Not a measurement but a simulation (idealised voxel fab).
The following is a process module called voxel ribs on slabs.
It is cross-section cut that appears here, measuring 270 nm in width, its square cells being 5 nm in size.
In what follows, cross-sections appear as grids of square cells, described through bands that run from the top down, where every band is one or more rows of cells.
In this notation a band is specified by the heights of its top and bottom, in that order and in nm, after which its materials appear from left to right, each paired with its width in nm. The word "edge to edge" attached to a single material means that material fills the band from edge to edge; the word "air" stands for empty space.
Height is counted from the level 0, under which the received wafer is composed throughout of one material. The lowest of the bands is not closed at the bottom but continues downward, in the notation "0 -> down".
A two-number width, for instance "30..40", indicates that the width is equal to the first number in the top row of the band and to the second number in the bottom row, and that it changes by a constant amount per row of cells.
It should be understood that the words "stayed the same", when stated for a given step, signify that the cross-section underwent no change in any of its cells during that step.
Heads up: "Unvented internal voids" only lists the empty pockets with no open path to the top that are 8 cells or more, and it writes them as width x height at distance, distance from the left edge, in nm.
What comes after the settings on a step's line is commentary from the simulator itself on that step.
"overlay nm", when on a step's line for a step with a mask, measures how far to the right of its planned place the mask lay; a negative measure means to the left.

These are the steps we planned for the process
1: RECEIVE: material Si
2: DIRECTIONAL_DEP: material SiO2, thk nm 30
3: DIRECTIONAL_DEP: material polySi, thk nm 25
4: MASKED_ETCH: tone cover, mask id RIB, width nm 20, etch materials polySi, depth nm 20, overlay nm 0
5: PATTERN: tone cover, mask id SLAB, material resist, width nm 60, thk nm 20, overlay nm 0
6: DIRECTIONAL_ETCH: etch materials polySi, depth nm 5
7: STRIP: etch materials resist
8: FILL_DEP: material SiO2, thk nm 20
9: CMP: height nm 65
10: DIRECTIONAL_DEP: material TiN, thk nm 10
11: DIRECTIONAL_DEP: material aC, thk nm 10
12: PATTERN: tone cover, mask id HEATER, material resist, width nm 30, thk nm 30, overlay nm 0
13: DIRECTIONAL_ETCH: etch materials aC, depth nm 10
14: STRIP: etch materials resist
15: DIRECTIONAL_ETCH: etch materials TiN, depth nm 10
16: STRIP: etch materials aC
17: CONFORMAL_DEP: material SiO2, thk nm 10
Heads up: all these wafers start the same, and what changes between them is the width nm in step 5. The value you see in the plan is just what the first wafer got.

As-received cross-section, first of several wafers, post step 1
> 0 -> down  Si edge to edge
> Unvented internal voids: none

End-of-module cross-section, first of several wafers, after last step 17
> 85 -> 75  air (110); SiO2 (50); air (110)
> 75 -> 65  SiO2 (120); TiN (30); SiO2 (120)
> 65 -> 55  SiO2 edge to edge
> 55 -> 35  SiO2 (125); polySi (20); SiO2 (125)
> 35 -> 30  SiO2 (105); polySi (60); SiO2 (105)
> 30 -> 0  SiO2 edge to edge
> 0 -> down  Si edge to edge
> Unvented internal voids: none

Cross-section of the final wafer among several, taken at the end of the module
> 85 -> 75  air (110); SiO2 (50); air (110)
> 75 -> 65  SiO2 (120); TiN (30); SiO2 (120)
> 65 -> 55  SiO2 edge to edge
> 55 -> 35  SiO2 (125); polySi (20); SiO2 (125)
> 35 -> 30  SiO2 (95); polySi (85); SiO2 (90)
> 30 -> 0  SiO2 edge to edge
> 0 -> down  Si edge to edge
> Unvented internal voids: none

Rows = wafers. At module end, each row lists per material the cells gained (+) or lost (-) since the wafer was received, then the closed voids
width nm 60 | +790 SiO2 | +12 TiN | +28 polySi | Unvented internal voids: none
width nm 65 | +789 SiO2 | +12 TiN | +29 polySi | Unvented internal voids: none
width nm 70 | +788 SiO2 | +12 TiN | +30 polySi | Unvented internal voids: none
width nm 75 | +787 SiO2 | +12 TiN | +31 polySi | Unvented internal voids: none
width nm 80 | +786 SiO2 | +12 TiN | +32 polySi | Unvented internal voids: none
width nm 85 | +785 SiO2 | +12 TiN | +33 polySi | Unvented internal voids: none
